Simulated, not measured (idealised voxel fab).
Process module name: voxel gate over fins
220 nm wide, 5 nm square cells: that's cross-section cut.
Reading order for cross-sections: top band down to bottom band. Underlying form: a grid of square cells. Band size: one or more rows of cells. Top, bottom (nm), then materials left to right with widths (nm); lone material tagged "edge to edge" fills the whole band edge to edge; "air" = empty space. Counting heights begins at 0, where everything beneath is, in the wafer as received, one material. The lowest band has no bottom; it goes on downwards, as "0 down" shows. Top row gets the first number, bottom row gets the second, and each row in between changes by the same step: that is how a band width like "30->40" works. "remained the same" (step): cross-section cells unchanged, all of them. "Sealed internal voids" enumerates empty spaces isolated from the top, with no open way to it, that contain at least 8 cells, giving each as width x height at distance from the left edge, all three in nm. If you see something after the settings on a step's line, that's the simulator's own remark about that step. For masked steps, "overlay nm" on the step line gives how far right of plan the mask actually lay; a minus sign means it lay to the left.
### Set out below are the planned steps of the process
step 1: RECEIVE with material Si
step 2: CONFORMAL_DEP with material SiN, thk nm 10
step 3: PATTERN with tone cover, mask id FINS, material resist, width nm 15, pitch nm 55, thk nm 15, overlay nm 0
step 4: DIRECTIONAL_ETCH with etch materials SiN, depth nm 10
step 5: DIRECTIONAL_ETCH with etch materials Si, depth nm 30
step 6: STRIP with etch materials resist
step 7: FILL_DEP with material SiO2, thk nm 5
step 8: CMP with height nm 10
step 9: PATTERN with tone open, mask id RAIL, material resist, width nm 15, thk nm 20, overlay nm 0
step 10: DIRECTIONAL_ETCH with etch materials SiO2, depth nm 35
step 11: STRIP with etch materials resist
step 12: CONFORMAL_DEP with material TiN, thk nm 5
step 13: FILL_DEP with material W, thk nm 5
step 14: CMP with height nm 10
step 15: SELECTIVE_ETCH with etch materials W Ru TiN, depth nm 30
step 16: FILL_DEP with material SiO2, thk nm 5
step 17: CMP with height nm 10
step 18: SELECTIVE_ETCH with etch materials SiO2, depth nm 20
step 19: STRIP with etch materials SiN
step 20: CONFORMAL_DEP with material HfO2, thk nm 5
step 21: CONFORMAL_DEP with material TiN, thk nm 5
step 22: FILL_DEP with material W, thk nm 15
step 23: CMP with height nm 20
step 24: CONFORMAL_DEP with material SiCN, thk nm 10
### Cross-sectional view of the wafer in its as-received condition, corresponding to the state after step 1
	0 down: Si edge to edge
	Sealed internal voids: none
### Below is the wafer in cross-section after the module was completed. It began from the starting point shown above and followed the plan shown above, except that one mistake was made while running it
	30 to 20: SiCN edge to edge
	20 to 10: W edge to edge
	10 to 5: W (35) / TiN (35) / W (20) / TiN (35) / W (20) / TiN (35) / W (40)
	5 to 0: W (35) / TiN (5) / HfO2 (25) / TiN (5) / W (20) / TiN (5) / HfO2 (25) / TiN (5) / W (20) / TiN (5) / HfO2 (25) / TiN (5) / W (40)
	0 to -5: TiN (40) / HfO2 (5) / Si (15) / HfO2 (5) / TiN (30) / HfO2 (5) / Si (15) / HfO2 (5) / TiN (30) / HfO2 (5) / Si (15) / HfO2 (5) / TiN (45)
	-5 to -10: HfO2 (45) / Si (15) / HfO2 (40) / Si (15) / HfO2 (40) / Si (15) / HfO2 (50)
	-10 to -20: SiO2 (45) / Si (15) / SiO2 (40) / Si (15) / SiO2 (40) / Si (15) / SiO2 (50)
	-20 to -25: TiN (45) / Si (15) / TiN (10) / SiO2 (15) / TiN (15) / Si (15) / TiN (40) / Si (15) / TiN (50)
	-25 to -30: SiO2 (45) / Si (15) / SiO2 (40) / Si (15) / SiO2 (40) / Si (15) / SiO2 (50)
	-30 down: Si edge to edge
	Sealed internal voids: none
Here's what went sideways: heads up, step 9 didn't go per plan, it actually ran as PATTERN with tone cover, mask id RAIL, material resist, width nm 15, thk nm 20, overlay nm 0
